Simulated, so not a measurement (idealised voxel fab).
process module | voxel tone inversion
Section shown: cut. Width: 170 nm. Cell size: 5 nm, square.
Bands, listed from the top down, are how a cross-section gets written in this document; the cross-section itself is a grid of square cells, and a band is one or more rows of them. The band entry comprises the height of the band's top followed by the height of its bottom, expressed in nm, and subsequently the band's materials from left to right, each stated together with its width in nm. Where a single material is marked with the word "full width", that material fills the band from edge to edge. The word "air" represents empty space. Ref level 0: as-received wafer is one material below here. Bottom band extends down with no lower bound ("0 nm and below"). Note: "30->40" means the width goes from the first number (top row of the band) to the second number (bottom row) in equal steps per row of cells. Given "everything unchanged" for a step, no cell of the cross-section differs between before and after that step. "Sealed cavities" - sealed voids, min. 8 cells, no opening to top; format: width x height at distance (distance from left edge; nm throughout). Anything after a step's settings on that line? It's the simulator's own note about the step. What "overlay nm" on a step's line means: if the step has a mask, that mask lay this far to the right of its planned place, or, when the value is negative, to the left.

**Below is the list of planned process steps**
| 1 | RECEIVE,material Si |
| 2 | CONFORMAL_DEP,material SiN,thk nm 10 |
| 3 | DIRECTIONAL_DEP,material aC,thk nm 25 |
| 4 | PATTERN,tone cover,mask id POSTS,material resist,width nm 25,pitch nm 40,thk nm 30,overlay nm 0 |
| 5 | DIRECTIONAL_ETCH,etch materials aC,depth nm 25 |
| 6 | STRIP,etch materials resist |
| 7 | FILL_DEP,material lowk,thk nm 10 |
| 8 | CMP,height nm 35 |
| 9 | STRIP,etch materials aC |
| 10 | CONFORMAL_DEP,material TiN,thk nm 5 |
| 11 | FILL_DEP,material Ru,thk nm 10 |
| 12 | CMP,height nm 35 |
| 13 | CONFORMAL_DEP,material SiCN,thk nm 5 |

**Run as planned: first of two wafers**

**As-received state of the wafer in cross-section, equivalent to post-step 1**
  0 nm and below: Si full width
  Sealed cavities: none

**Wafer after step 2 (cross-section)**
  10 nm to 0 nm: SiN full width
  Heights below 0 show no change.

**Wafer after step 3 (cross-section)**
  35 nm to 10 nm: aC full width
  Heights below 10 show no change.

**Wafer after step 4 (cross-section)**
  65 nm to 35 nm: 30 nm air | 25 nm resist | 15 nm air | 25 nm resist | 15 nm air | 25 nm resist | 35 nm air
  Heights below 35 show no change.

**Wafer after step 5 (cross-section)**
  40 nm to 35 nm: 30 nm air | 25 nm resist | 15 nm air | 25 nm resist | 15 nm air | 25 nm resist | 35 nm air
  35 nm to 10 nm: 30 nm air | 25 nm aC | 15 nm air | 25 nm aC | 15 nm air | 25 nm aC | 35 nm air
  Heights below 10 show no change.

**Wafer after step 6 (cross-section)**
  35 nm to 10 nm: 30 nm air | 25 nm aC | 15 nm air | 25 nm aC | 15 nm air | 25 nm aC | 35 nm air
  Heights below 10 show no change.

**Wafer after step 7 (cross-section)**
  45 nm to 35 nm: lowk full width
  35 nm to 10 nm: 30 nm lowk | 25 nm aC | 15 nm lowk | 25 nm aC | 15 nm lowk | 25 nm aC | 35 nm lowk
  Heights below 10 show no change.

**Wafer after step 8 (cross-section)**
  35 nm to 10 nm: 30 nm lowk | 25 nm aC | 15 nm lowk | 25 nm aC | 15 nm lowk | 25 nm aC | 35 nm lowk
  Heights below 10 show no change.

**Wafer after step 9 (cross-section)**
  35 nm to 10 nm: 30 nm lowk | 25 nm air | 15 nm lowk | 25 nm air | 15 nm lowk | 25 nm air | 35 nm lowk
  Heights below 10 show no change.

**Wafer after step 10 (cross-section)**
  40 nm to 35 nm: 35 nm TiN | 15 nm air | 25 nm TiN | 15 nm air | 25 nm TiN | 15 nm air | 40 nm TiN
  35 nm to 15 nm: 30 nm lowk | 5 nm TiN | 15 nm air | 5 nm TiN | 15 nm lowk | 5 nm TiN | 15 nm air | 5 nm TiN | 15 nm lowk | 5 nm TiN | 15 nm air | 5 nm TiN | 35 nm lowk
  15 nm to 10 nm: 30 nm lowk | 25 nm TiN | 15 nm lowk | 25 nm TiN | 15 nm lowk | 25 nm TiN | 35 nm lowk
  Heights below 10 show no change.

**Wafer after step 11 (cross-section)**
  50 nm to 40 nm: Ru full width
  40 nm to 35 nm: 35 nm TiN | 15 nm Ru | 25 nm TiN | 15 nm Ru | 25 nm TiN | 15 nm Ru | 40 nm TiN
  35 nm to 15 nm: 30 nm lowk | 5 nm TiN | 15 nm Ru | 5 nm TiN | 15 nm lowk | 5 nm TiN | 15 nm Ru | 5 nm TiN | 15 nm lowk | 5 nm TiN | 15 nm Ru | 5 nm TiN | 35 nm lowk
  Heights below 15 show no change.

**Wafer after step 12 (cross-section)**
  35 nm to 15 nm: 30 nm lowk | 5 nm TiN | 15 nm Ru | 5 nm TiN | 15 nm lowk | 5 nm TiN | 15 nm Ru | 5 nm TiN | 15 nm lowk | 5 nm TiN | 15 nm Ru | 5 nm TiN | 35 nm lowk
  Heights below 15 show no change.

**Wafer after step 13 (cross-section)**
  40 nm to 35 nm: SiCN full width
  Heights below 35 show no change.

**Okay, second wafer. Nothing different at the start, nothing different in the plan, just one mistake somewhere in the running. As far as step 1, counting that step, it's the first wafer all over again**

**Second wafer, section view, time point: scheduled end of step 2**
  25 nm to 0 nm: aC full width
  Heights below 0 show no change.

**Second wafer, section view, time point: scheduled end of step 3**
  35 nm to 25 nm: SiN full width
  Heights below 25 show no change.

**Second wafer, section view, time point: scheduled end of step 4**
  65 nm to 35 nm: 30 nm air | 25 nm resist | 15 nm air | 25 nm resist | 15 nm air | 25 nm resist | 35 nm air
  Heights below 35 show no change.

**Second wafer, section view, time point: scheduled end of step 5**
  40 nm to 35 nm: 30 nm air | 25 nm resist | 15 nm air | 25 nm resist | 15 nm air | 25 nm resist | 35 nm air
  Heights below 35 show no change.

**Second wafer, section view, time point: scheduled end of step 6**
  35 nm to 25 nm: SiN full width
  Heights below 25 show no change.

**Second wafer, section view, time point: scheduled end of step 7**
  45 nm to 35 nm: lowk full width
  Heights below 35 show no change.

**Second wafer, section view, time point: scheduled end of step 8**
  35 nm to 25 nm: SiN full width
  Heights below 25 show no change.

Second wafer, section view, time point: scheduled end of step 9: everything unchanged

**Second wafer, section view, time point: scheduled end of step 10**
  40 nm to 35 nm: TiN full width
  Heights below 35 show no change.

**Second wafer, section view, time point: scheduled end of step 11**
  50 nm to 40 nm: Ru full width
  Heights below 40 show no change.

**Second wafer, section view, time point: scheduled end of step 12**
  35 nm to 25 nm: SiN full width
  Heights below 25 show no change.

**Second wafer, section view, time point: scheduled end of step 13**
  40 nm to 35 nm: SiCN full width
  Heights below 35 show no change.
It is concluded that the wafer was processed incorrectly with respect to the plan, in that steps 2 and 3 swapped
at the end the second wafer has, in cells: -36 Ru, -39 TiN, +170 aC, -95 lowk
